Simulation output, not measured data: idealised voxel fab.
The process module that follows is named voxel wiring stack.
This is section cut - it's 270 nm across, gridded in 5 nm square cells.
When this document writes out a cross-section, it uses a grid of square cells and lists it as bands, beginning at the top and moving down, with a band standing for one or more rows of cells. Heads up on the band format: heights come first, top then bottom, in nm. After that it's the materials left to right, each with its width in nm. A single material flagged "all across" fills the whole band edge to edge, and "air" means there's empty space there. The reference from which all heights are counted is 0, the level beneath which the as-received wafer is entirely one material; the lowest band, having no lower bound, proceeds downward and is written after the example "from 0 down". A two-number width, for instance "30->40", indicates that the width is equal to the first number in the top row of the band and to the second number in the bottom row, and that it changes by a constant amount per row of cells. Where a step carries "nothing was modified", the cross-section came out of it unchanged, cell for cell. "Closed internal voids": sealed empty spaces, 8 cells or more, no open way to top, listed width x height at distance, with distance from the left edge and width, height and distance in nm. Anything after a step's settings on that line? It's the simulator's own note about the step. overlay nm: mask right of planned place by this much (step with mask). Neg. = left.
[Here's what the planned process steps look like]
1 RECEIVE (material Si)
2 CONFORMAL_DEP (material SiO2; thk nm 15)
3 DIRECTIONAL_DEP (material TiN; thk nm 5)
4 DIRECTIONAL_DEP (material Ru; thk nm 20)
5 MASKED_ETCH (tone cover; mask id METAL_1; width nm 25; pitch nm 45; etch materials Ru; depth nm 20; overlay nm 0)
6 MASKED_ETCH (tone cover; mask id METAL_1; width nm 25; pitch nm 45; etch materials TiN; depth nm 5; overlay nm 0)
7 CONFORMAL_DEP (material SiCN; thk nm 5)
8 FILL_DEP (material SiO2; thk nm 10)
9 CMP (height nm 40)
10 CONFORMAL_DEP (material SiCN; thk nm 5)
11 DIRECTIONAL_DEP (material lowk; thk nm 30)
12 DIRECTIONAL_DEP (material aC; thk nm 10)
13 PATTERN (tone open; mask id METAL_2_HOLES; material resist; width nm 15; pitch nm 45; thk nm 25; overlay nm 0)
14 DIRECTIONAL_ETCH (etch materials aC; depth nm 10)
15 STRIP (etch materials resist)
16 DIRECTIONAL_ETCH (etch materials lowk; depth nm 30)
17 STRIP (etch materials aC)
18 MASKED_ETCH (tone open; mask id METAL_2; width nm 25; pitch nm 45; etch materials lowk; depth nm 15; overlay nm 0)
19 MASKED_ETCH (tone open; mask id METAL_2; width nm 25; pitch nm 45; etch materials SiCN; depth nm 5; overlay nm 0)
20 CONFORMAL_DEP (material TiN; thk nm 5)
21 FILL_DEP (material Ru; thk nm 10)
22 CMP (height nm 75)
23 CONFORMAL_DEP (material SiCN; thk nm 5)
24 DIRECTIONAL_DEP (material lowk; thk nm 10)
25 PATTERN (tone open; mask id PLUG_2; material resist; width nm 15; pitch nm 45; thk nm 20; overlay nm 0)
26 DIRECTIONAL_ETCH (etch materials lowk; depth nm 10)
27 DIRECTIONAL_ETCH (etch materials SiCN; depth nm 5)
28 STRIP (etch materials resist)
29 EPI (material Ru; thk nm 10)
30 EPI (material Ru; thk nm 5)
31 DIRECTIONAL_DEP (material TiN; thk nm 5)
32 DIRECTIONAL_DEP (material W; thk nm 25)
33 MASKED_ETCH (tone cover; mask id METAL_3; width nm 25; pitch nm 45; etch materials W; depth nm 25; overlay nm 0)
34 MASKED_ETCH (tone cover; mask id METAL_3; width nm 25; pitch nm 45; etch materials TiN; depth nm 5; overlay nm 0)
35 FILL_DEP (material lowk; thk nm 10)
36 CMP (height nm 120)
37 CONFORMAL_DEP (material SiCN; thk nm 5)
[first wafer, as planned]
[As-received wafer cross-section (after step 1)]
    from 0 down  Si all across
    Closed internal voids: none
[So this is the wafer cross-section right after step 2]
    from 15 to 0  SiO2 all across
    Everything below 0 is unchanged.
[So this is the wafer cross-section right after step 3]
    from 20 to 15  TiN all across
    Everything below 15 is unchanged.
[So this is the wafer cross-section right after step 4]
    from 40 to 20  Ru all across
    Everything below 20 is unchanged.
[So this is the wafer cross-section right after step 5]
    from 40 to 20  75 air  25 Ru  20 air  25 Ru  20 air  25 Ru  80 air
    Everything below 20 is unchanged.
[So this is the wafer cross-section right after step 6]
    from 40 to 20  75 air  25 Ru  20 air  25 Ru  20 air  25 Ru  80 air
    from 20 to 15  75 air  25 TiN  20 air  25 TiN  20 air  25 TiN  80 air
    Everything below 15 is unchanged.
[So this is the wafer cross-section right after step 7]
    from 45 to 40  70 air  35 SiCN  10 air  35 SiCN  10 air  35 SiCN  75 air
    from 40 to 20  70 air  5 SiCN  25 Ru  5 SiCN  10 air  5 SiCN  25 Ru  5 SiCN  10 air  5 SiCN  25 Ru  5 SiCN  75 air
    from 20 to 15  75 SiCN  25 TiN  20 SiCN  25 TiN  20 SiCN  25 TiN  80 SiCN
    Everything below 15 is unchanged.
[So this is the wafer cross-section right after step 8]
    from 55 to 45  SiO2 all across
    from 45 to 40  70 SiO2  35 SiCN  10 SiO2  35 SiCN  10 SiO2  35 SiCN  75 SiO2
    from 40 to 20  70 SiO2  5 SiCN  25 Ru  5 SiCN  10 SiO2  5 SiCN  25 Ru  5 SiCN  10 SiO2  5 SiCN  25 Ru  5 SiCN  75 SiO2
    Everything below 20 is unchanged.
[So this is the wafer cross-section right after step 9]
    from 40 to 20  70 SiO2  5 SiCN  25 Ru  5 SiCN  10 SiO2  5 SiCN  25 Ru  5 SiCN  10 SiO2  5 SiCN  25 Ru  5 SiCN  75 SiO2
    Everything below 20 is unchanged.
[So this is the wafer cross-section right after step 10]
    from 45 to 40  SiCN all across
    Everything below 40 is unchanged.
[So this is the wafer cross-section right after step 11]
    from 75 to 45  lowk all across
    Everything below 45 is unchanged.
[So this is the wafer cross-section right after step 12]
    from 85 to 75  aC all across
    Everything below 75 is unchanged.
[So this is the wafer cross-section right after step 13]
    from 110 to 85  75 resist  15 air  30 resist  15 air  30 resist  15 air  90 resist
    Everything below 85 is unchanged.
[So this is the wafer cross-section right after step 14]
    from 100 to 85  75 resist  15 air  30 resist  15 air  30 resist  15 air  90 resist
    from 85 to 75  75 aC  15 air  30 aC  15 air  30 aC  15 air  90 aC
    Everything below 75 is unchanged.
[So this is the wafer cross-section right after step 15]
    from 85 to 75  75 aC  15 air  30 aC  15 air  30 aC  15 air  90 aC
    Everything below 75 is unchanged.
[So this is the wafer cross-section right after step 16]
    from 85 to 75  75 aC  15 air  30 aC  15 air  30 aC  15 air  90 aC
    from 75 to 45  75 lowk  15 air  30 lowk  15 air  30 lowk  15 air  90 lowk
    Everything below 45 is unchanged.
[So this is the wafer cross-section right after step 17]
    from 75 to 45  75 lowk  15 air  30 lowk  15 air  30 lowk  15 air  90 lowk
    Everything below 45 is unchanged.
[So this is the wafer cross-section right after step 18]
    from 75 to 60  75 lowk  25 air  20 lowk  25 air  20 lowk  25 air  80 lowk
    Everything below 60 is unchanged.
[So this is the wafer cross-section right after step 19]
    from 75 to 60  75 lowk  25 air  20 lowk  25 air  20 lowk  25 air  80 lowk
    from 60 to 45  75 lowk  15 air  30 lowk  15 air  30 lowk  15 air  90 lowk
    from 45 to 40  75 SiCN  15 air  30 SiCN  15 air  30 SiCN  15 air  90 SiCN
    Everything below 40 is unchanged.
[So this is the wafer cross-section right after step 20]
    from 80 to 75  80 TiN  15 air  30 TiN  15 air  30 TiN  15 air  85 TiN
    from 75 to 65  75 lowk  5 TiN  15 air  5 TiN  20 lowk  5 TiN  15 air  5 TiN  20 lowk  5 TiN  15 air  5 TiN  80 lowk
    from 65 to 60  75 lowk  5 TiN  5 air  15 TiN  20 lowk  5 TiN  5 air  15 TiN  20 lowk  5 TiN  5 air  15 TiN  80 lowk
    from 60 to 45  75 lowk  5 TiN  5 air  5 TiN  30 lowk  5 TiN  5 air  5 TiN  30 lowk  5 TiN  5 air  5 TiN  90 lowk
    from 45 to 40  75 SiCN  15 TiN  30 SiCN  15 TiN  30 SiCN  15 TiN  90 SiCN
    Everything below 40 is unchanged.
[So this is the wafer cross-section right after step 21]
    from 90 to 80  Ru all across
    from 80 to 75  80 TiN  15 Ru  30 TiN  15 Ru  30 TiN  15 Ru  85 TiN
    from 75 to 65  75 lowk  5 TiN  15 Ru  5 TiN  20 lowk  5 TiN  15 Ru  5 TiN  20 lowk  5 TiN  15 Ru  5 TiN  80 lowk
    from 65 to 60  75 lowk  5 TiN  5 Ru  15 TiN  20 lowk  5 TiN  5 Ru  15 TiN  20 lowk  5 TiN  5 Ru  15 TiN  80 lowk
    from 60 to 45  75 lowk  5 TiN  5 Ru  5 TiN  30 lowk  5 TiN  5 Ru  5 TiN  30 lowk  5 TiN  5 Ru  5 TiN  90 lowk
    Everything below 45 is unchanged.
[So this is the wafer cross-section right after step 22]
    from 75 to 65  75 lowk  5 TiN  15 Ru  5 TiN  20 lowk  5 TiN  15 Ru  5 TiN  20 lowk  5 TiN  15 Ru  5 TiN  80 lowk
    Everything below 65 is unchanged.
[So this is the wafer cross-section right after step 23]
    from 80 to 75  SiCN all across
    Everything below 75 is unchanged.
[So this is the wafer cross-section right after step 24]
    from 90 to 80  lowk all across
    Everything below 80 is unchanged.
[So this is the wafer cross-section right after step 25]
    from 110 to 90  75 resist  15 air  30 resist  15 air  30 resist  15 air  90 resist
    Everything below 90 is unchanged.
[So this is the wafer cross-section right after step 26]
    from 110 to 90  75 resist  15 air  30 resist  15 air  30 resist  15 air  90 resist
    from 90 to 80  75 lowk  15 air  30 lowk  15 air  30 lowk  15 air  90 lowk
    Everything below 80 is unchanged.
[So this is the wafer cross-section right after step 27]
    from 110 to 90  75 resist  15 air  30 resist  15 air  30 resist  15 air  90 resist
    from 90 to 80  75 lowk  15 air  30 lowk  15 air  30 lowk  15 air  90 lowk
    from 80 to 75  75 SiCN  15 air  30 SiCN  15 air  30 SiCN  15 air  90 SiCN
    Everything below 75 is unchanged.
[So this is the wafer cross-section right after step 28]
    from 90 to 80  75 lowk  15 air  30 lowk  15 air  30 lowk  15 air  90 lowk
    Everything below 80 is unchanged.
[So this is the wafer cross-section right after step 29]
    from 90 to 85  75 lowk  15 air  30 lowk  15 air  30 lowk  15 air  90 lowk
    from 85 to 80  75 lowk  15 Ru  30 lowk  15 Ru  30 lowk  15 Ru  90 lowk
    from 80 to 75  75 SiCN  15 Ru  30 SiCN  15 Ru  30 SiCN  15 Ru  90 SiCN
    Everything below 75 is unchanged.
[So this is the wafer cross-section right after step 30]
    from 90 to 80  75 lowk  15 Ru  30 lowk  15 Ru  30 lowk  15 Ru  90 lowk
    Everything below 80 is unchanged.
[So this is the wafer cross-section right after step 31]
    from 95 to 90  TiN all across
    Everything below 90 is unchanged.
[So this is the wafer cross-section right after step 32]
    from 120 to 95  W all across
    Everything below 95 is unchanged.
[So this is the wafer cross-section right after step 33]
    from 120 to 95  75 air  25 W  20 air  25 W  20 air  25 W  80 air
    Everything below 95 is unchanged.
[So this is the wafer cross-section right after step 34]
    from 120 to 95  75 air  25 W  20 air  25 W  20 air  25 W  80 air
    from 95 to 90  75 air  25 TiN  20 air  25 TiN  20 air  25 TiN  80 air
    Everything below 90 is unchanged.
[So this is the wafer cross-section right after step 35]
    from 130 to 120  lowk all across
    from 120 to 95  75 lowk  25 W  20 lowk  25 W  20 lowk  25 W  80 lowk
    from 95 to 90  75 lowk  25 TiN  20 lowk  25 TiN  20 lowk  25 TiN  80 lowk
    Everything below 90 is unchanged.
[So this is the wafer cross-section right after step 36]
    from 120 to 95  75 lowk  25 W  20 lowk  25 W  20 lowk  25 W  80 lowk
    Everything below 95 is unchanged.
[So this is the wafer cross-section right after step 37]
    from 125 to 120  SiCN all across
    Everything below 120 is unchanged.
[For the second wafer, take the first wafer's start and plan, then add one mistake made in running it; everything through step 24, that step included, is shared with the first]
[Cross-sectional view of the second wafer at the intended end time of process step 25]
    from 110 to 90  70 resist  25 air  20 resist  25 air  20 resist  25 air  85 resist
    Everything below 90 is unchanged.
[Cross-sectional view of the second wafer at the intended end time of process step 26]
    from 110 to 90  70 resist  25 air  20 resist  25 air  20 resist  25 air  85 resist
    from 90 to 80  70 lowk  25 air  20 lowk  25 air  20 lowk  25 air  85 lowk
    Everything below 80 is unchanged.
[Cross-sectional view of the second wafer at the intended end time of process step 27]
    from 110 to 90  70 resist  25 air  20 resist  25 air  20 resist  25 air  85 resist
    from 90 to 80  70 lowk  25 air  20 lowk  25 air  20 lowk  25 air  85 lowk
    from 80 to 75  70 SiCN  25 air  20 SiCN  25 air  20 SiCN  25 air  85 SiCN
    Everything below 75 is unchanged.
[Cross-sectional view of the second wafer at the intended end time of process step 28]
    from 90 to 80  70 lowk  25 air  20 lowk  25 air  20 lowk  25 air  85 lowk
    Everything below 80 is unchanged.
[Cross-sectional view of the second wafer at the intended end time of process step 29]
    from 90 to 85  70 lowk  25 air  20 lowk  25 air  20 lowk  25 air  85 lowk
    from 85 to 80  70 lowk  25 Ru  20 lowk  25 Ru  20 lowk  25 Ru  85 lowk
    from 80 to 75  70 SiCN  25 Ru  20 SiCN  25 Ru  20 SiCN  25 Ru  85 SiCN
    Everything below 75 is unchanged.
[Cross-sectional view of the second wafer at the intended end time of process step 30]
    from 90 to 80  70 lowk  25 Ru  20 lowk  25 Ru  20 lowk  25 Ru  85 lowk
    Everything below 80 is unchanged.
[Cross-sectional view of the second wafer at the intended end time of process step 31]
    from 95 to 90  TiN all across
    Everything below 90 is unchanged.
[Cross-sectional view of the second wafer at the intended end time of process step 32]
    from 120 to 95  W all across
    Everything below 95 is unchanged.
[Cross-sectional view of the second wafer at the intended end time of process step 33]
    from 120 to 95  75 air  25 W  20 air  25 W  20 air  25 W  80 air
    Everything below 95 is unchanged.
[Cross-sectional view of the second wafer at the intended end time of process step 34]
    from 120 to 95  75 air  25 W  20 air  25 W  20 air  25 W  80 air
    from 95 to 90  75 air  25 TiN  20 air  25 TiN  20 air  25 TiN  80 air
    Everything below 90 is unchanged.
[Cross-sectional view of the second wafer at the intended end time of process step 35]
    from 130 to 120  lowk all across
    from 120 to 95  75 lowk  25 W  20 lowk  25 W  20 lowk  25 W  80 lowk
    from 95 to 90  75 lowk  25 TiN  20 lowk  25 TiN  20 lowk  25 TiN  80 lowk
    Everything below 90 is unchanged.
[Cross-sectional view of the second wafer at the intended end time of process step 36]
    from 120 to 95  75 lowk  25 W  20 lowk  25 W  20 lowk  25 W  80 lowk
    Everything below 95 is unchanged.
[Cross-sectional view of the second wafer at the intended end time of process step 37]
    from 125 to 120  SiCN all across
    Everything below 120 is unchanged.
Heads up, the wafer didn't run the way we planned it: not per plan at step 25, really ran PATTERN (tone open; mask id PLUG_2; material resist; width nm 25; pitch nm 45; thk nm 20; overlay nm 0)
The final cell counts differ between the wafers, with the second having more or fewer of some materials than the first: +18 Ru; -6 SiCN; -12 lowk
